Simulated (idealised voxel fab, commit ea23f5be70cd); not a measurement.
process module | voxel local oxidation
cross-section cut | 170 nm wide | cells 5 nm
A cross-section is a grid of square cells, given in bands from the top down. A band is one or more rows of cells.
Each band's line starts with the height of the band's top and of its bottom, in nm. Then come its materials from left to right, each with its width in nm. One material with "throughout" fills the band from edge to edge. "air" is empty space.
Height 0 is the level under which the wafer as received is all one material. The lowest band goes on downwards, as in "0 down".
A width such as "30 to 40" changes by the same amount from each row of cells to the next, from the band's top row to its bottom row.
"no change" after a step means that no cell of the cross-section changed.
closed voids: empty space of 8 cells or more with no open way to the top, each as width x height at its distance from the left edge, in nm
after a step's settings: what the simulator itself notes on the step
overlay nm, on a step with a mask: how far to the right of its planned place the mask lay; to the left if negative
plan
1 op RECEIVE | material Si
2 op OXIDIZE | depth nm 5
3 op CONFORMAL_DEP | material SiN | thk nm 10
4 op MASKED_ETCH | tone cover | mask id ACTIVE | width nm 100 | etch materials SiN | depth nm 10 | overlay nm 0
5 op SELECTIVE_ETCH | etch materials SiO2 | depth nm 5
6 op OXIDIZE | depth nm 10
7 op STRIP | etch materials SiN
as received, after step 1
  0 down: Si throughout
  closed voids: none
first wafer at the end, as planned
  0 to -5: air 40 | SiO2 90 | air 40
  -5 to -15: SiO2 50 | Si 70 | SiO2 50
  -15 down: Si throughout
  closed voids: none
second wafer at the end: like start, like plan, one mistake
  5 to -5: SiO2 throughout
  -5 down: Si throughout
  closed voids: none
what went wrong: step 3 ran as: op CONFORMAL_DEP | material SiO2 | thk nm 10
at the end the second wafer has, in cells: 40 more of Si | 10 more of SiO2
